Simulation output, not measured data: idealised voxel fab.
Process module in this document: voxel trench capacitor
The figure presents cross-section cut, which has a width of 200 nm and is divided into square cells with an edge length of 5 nm.
The cross-sections in this document take the form of a grid made of square cells. They are written out as bands, in order from top to bottom. Each band consists of one or more rows of cells. A band entry consists of two parts. The first gives the height of the band's top and the height of its bottom, in nm. The rest lists the band's materials from left to right, each with its width in nm. A single material labelled with the word "everywhere" fills the band from edge to edge, and the word "blank" marks empty space. Note: height 0 marks the level under which the wafer is uniformly one material as received. Lowest band unbounded below, written "top 0, no bottom". A width given as "30->40" starts at the first number in the band's top row and ends at the second number in its bottom row, shifting by an equal amount at every step from row to row. What does "no change" mean for a step? It means no cell of the cross-section changed in that step. Any empty space of 8 cells or more lacking an open way to the top shows up in "Sealed internal voids" as width x height at distance, distance from the left edge, in nm. Where a step's line continues beyond its settings, the continuation is a remark by the simulator itself on that step. overlay nm: how far to the right of its planned place the mask lay on this masked step (negative: to the left).

[These are the steps we planned for the process]
step 1: RECEIVE with material Si
step 2: CONFORMAL_DEP with material SiN, thk nm 10
step 3: DIRECTIONAL_DEP with material aC, thk nm 10
step 4: PATTERN with tone open, mask id TRENCH, material resist, width nm 25, pitch nm 45, thk nm 30, overlay nm 0
step 5: DIRECTIONAL_ETCH with etch materials aC, depth nm 10
step 6: STRIP with etch materials resist
step 7: DIRECTIONAL_ETCH with etch materials SiN, depth nm 10
step 8: DIRECTIONAL_ETCH with etch materials Si, depth nm 35
step 9: STRIP with etch materials aC
step 10: CONFORMAL_DEP with material SiO2, thk nm 5
step 11: FILL_DEP with material polySi, thk nm 10
step 12: CMP with height nm 10

[First wafer of two (run as planned)]

[Shown in cross-section is the wafer as received, that is, as it stands after step 1]
	top 0, no bottom  Si everywhere
	Sealed internal voids: none

[Once step 2 is through, the wafer looks like this in cross-section]
	top 10, bottom 0  SiN everywhere
	Everything under 0 stays put, no change at all.

[Once step 3 is through, the wafer looks like this in cross-section]
	top 20, bottom 10  aC everywhere
	Everything under 10 stays put, no change at all.

[Once step 4 is through, the wafer looks like this in cross-section]
	top 50, bottom 20  20 resist  25 blank  20 resist  25 blank  20 resist  25 blank  20 resist  25 blank  20 resist
	Everything under 20 stays put, no change at all.

[Once step 5 is through, the wafer looks like this in cross-section]
	top 40, bottom 20  20 resist  25 blank  20 resist  25 blank  20 resist  25 blank  20 resist  25 blank  20 resist
	top 20, bottom 10  20 aC  25 blank  20 aC  25 blank  20 aC  25 blank  20 aC  25 blank  20 aC
	Everything under 10 stays put, no change at all.

[Once step 6 is through, the wafer looks like this in cross-section]
	top 20, bottom 10  20 aC  25 blank  20 aC  25 blank  20 aC  25 blank  20 aC  25 blank  20 aC
	Everything under 10 stays put, no change at all.

[Once step 7 is through, the wafer looks like this in cross-section]
	top 20, bottom 10  20 aC  25 blank  20 aC  25 blank  20 aC  25 blank  20 aC  25 blank  20 aC
	top 10, bottom 0  20 SiN  25 blank  20 SiN  25 blank  20 SiN  25 blank  20 SiN  25 blank  20 SiN
	Everything under 0 stays put, no change at all.

[Once step 8 is through, the wafer looks like this in cross-section]
	top 20, bottom 10  20 aC  25 blank  20 aC  25 blank  20 aC  25 blank  20 aC  25 blank  20 aC
	top 10, bottom 0  20 SiN  25 blank  20 SiN  25 blank  20 SiN  25 blank  20 SiN  25 blank  20 SiN
	top 0, bottom -35  20 Si  25 blank  20 Si  25 blank  20 Si  25 blank  20 Si  25 blank  20 Si
	Everything under -35 stays put, no change at all.

[Once step 9 is through, the wafer looks like this in cross-section]
	top 10, bottom 0  20 SiN  25 blank  20 SiN  25 blank  20 SiN  25 blank  20 SiN  25 blank  20 SiN
	Everything under 0 stays put, no change at all.

[Once step 10 is through, the wafer looks like this in cross-section]
	top 15, bottom 10  25 SiO2  15 blank  30 SiO2  15 blank  30 SiO2  15 blank  30 SiO2  15 blank  25 SiO2
	top 10, bottom 0  20 SiN  5 SiO2  15 blank  5 SiO2  20 SiN  5 SiO2  15 blank  5 SiO2  20 SiN  5 SiO2  15 blank  5 SiO2  20 SiN  5 SiO2  15 blank  5 SiO2  20 SiN
	top 0, bottom -30  20 Si  5 SiO2  15 blank  5 SiO2  20 Si  5 SiO2  15 blank  5 SiO2  20 Si  5 SiO2  15 blank  5 SiO2  20 Si  5 SiO2  15 blank  5 SiO2  20 Si
	top -30, bottom -35  20 Si  25 SiO2  20 Si  25 SiO2  20 Si  25 SiO2  20 Si  25 SiO2  20 Si
	Everything under -35 stays put, no change at all.

[Once step 11 is through, the wafer looks like this in cross-section]
	top 25, bottom 15  polySi everywhere
	top 15, bottom 10  25 SiO2  15 polySi  30 SiO2  15 polySi  30 SiO2  15 polySi  30 SiO2  15 polySi  25 SiO2
	top 10, bottom 0  20 SiN  5 SiO2  15 polySi  5 SiO2  20 SiN  5 SiO2  15 polySi  5 SiO2  20 SiN  5 SiO2  15 polySi  5 SiO2  20 SiN  5 SiO2  15 polySi  5 SiO2  20 SiN
	top 0, bottom -30  20 Si  5 SiO2  15 polySi  5 SiO2  20 Si  5 SiO2  15 polySi  5 SiO2  20 Si  5 SiO2  15 polySi  5 SiO2  20 Si  5 SiO2  15 polySi  5 SiO2  20 Si
	Everything under -30 stays put, no change at all.

[Once step 12 is through, the wafer looks like this in cross-section]
	top 10, bottom 0  20 SiN  5 SiO2  15 polySi  5 SiO2  20 SiN  5 SiO2  15 polySi  5 SiO2  20 SiN  5 SiO2  15 polySi  5 SiO2  20 SiN  5 SiO2  15 polySi  5 SiO2  20 SiN
	Everything under 0 stays put, no change at all.

[The Second Wafer: Common Origin and Plan, One Mistake in Execution, Identical to the First Through Step 5]

[Cross-section: second wafer, time at which step 6 was scheduled to end]
	top 40, bottom 20  20 resist  25 blank  20 resist  25 blank  20 resist  25 blank  20 resist  25 blank  20 resist
	top 20, bottom 10  20 aC  25 blank  20 aC  25 blank  20 aC  25 blank  20 aC  25 blank  20 aC
	top 10, bottom 0  20 SiN  25 blank  20 SiN  25 blank  20 SiN  25 blank  20 SiN  25 blank  20 SiN
	Everything under 0 stays put, no change at all.

[Cross-section: second wafer, time at which step 7 was scheduled to end]
	top 20, bottom 10  20 aC  25 blank  20 aC  25 blank  20 aC  25 blank  20 aC  25 blank  20 aC
	Everything under 10 stays put, no change at all.

[Cross-section: second wafer, time at which step 8 was scheduled to end]
	top 20, bottom 10  20 aC  25 blank  20 aC  25 blank  20 aC  25 blank  20 aC  25 blank  20 aC
	top 10, bottom 0  20 SiN  25 blank  20 SiN  25 blank  20 SiN  25 blank  20 SiN  25 blank  20 SiN
	top 0, bottom -35  20 Si  25 blank  20 Si  25 blank  20 Si  25 blank  20 Si  25 blank  20 Si
	Everything under -35 stays put, no change at all.

[Cross-section: second wafer, time at which step 9 was scheduled to end]
	top 10, bottom 0  20 SiN  25 blank  20 SiN  25 blank  20 SiN  25 blank  20 SiN  25 blank  20 SiN
	Everything under 0 stays put, no change at all.

[Cross-section: second wafer, time at which step 10 was scheduled to end]
	top 15, bottom 10  25 SiO2  15 blank  30 SiO2  15 blank  30 SiO2  15 blank  30 SiO2  15 blank  25 SiO2
	top 10, bottom 0  20 SiN  5 SiO2  15 blank  5 SiO2  20 SiN  5 SiO2  15 blank  5 SiO2  20 SiN  5 SiO2  15 blank  5 SiO2  20 SiN  5 SiO2  15 blank  5 SiO2  20 SiN
	top 0, bottom -30  20 Si  5 SiO2  15 blank  5 SiO2  20 Si  5 SiO2  15 blank  5 SiO2  20 Si  5 SiO2  15 blank  5 SiO2  20 Si  5 SiO2  15 blank  5 SiO2  20 Si
	top -30, bottom -35  20 Si  25 SiO2  20 Si  25 SiO2  20 Si  25 SiO2  20 Si  25 SiO2  20 Si
	Everything under -35 stays put, no change at all.

[Cross-section: second wafer, time at which step 11 was scheduled to end]
	top 25, bottom 15  polySi everywhere
	top 15, bottom 10  25 SiO2  15 polySi  30 SiO2  15 polySi  30 SiO2  15 polySi  30 SiO2  15 polySi  25 SiO2
	top 10, bottom 0  20 SiN  5 SiO2  15 polySi  5 SiO2  20 SiN  5 SiO2  15 polySi  5 SiO2  20 SiN  5 SiO2  15 polySi  5 SiO2  20 SiN  5 SiO2  15 polySi  5 SiO2  20 SiN
	top 0, bottom -30  20 Si  5 SiO2  15 polySi  5 SiO2  20 Si  5 SiO2  15 polySi  5 SiO2  20 Si  5 SiO2  15 polySi  5 SiO2  20 Si  5 SiO2  15 polySi  5 SiO2  20 Si
	Everything under -30 stays put, no change at all.

[Cross-section: second wafer, time at which step 12 was scheduled to end]
	top 10, bottom 0  20 SiN  5 SiO2  15 polySi  5 SiO2  20 SiN  5 SiO2  15 polySi  5 SiO2  20 SiN  5 SiO2  15 polySi  5 SiO2  20 SiN  5 SiO2  15 polySi  5 SiO2  20 SiN
	Everything under 0 stays put, no change at all.
The plan and the run diverged here: a sequencing error occurred in which plan steps 6 and 7 were transposed
At process end the two wafers are indistinguishable in cross-section, so the error does not change what this model computes.
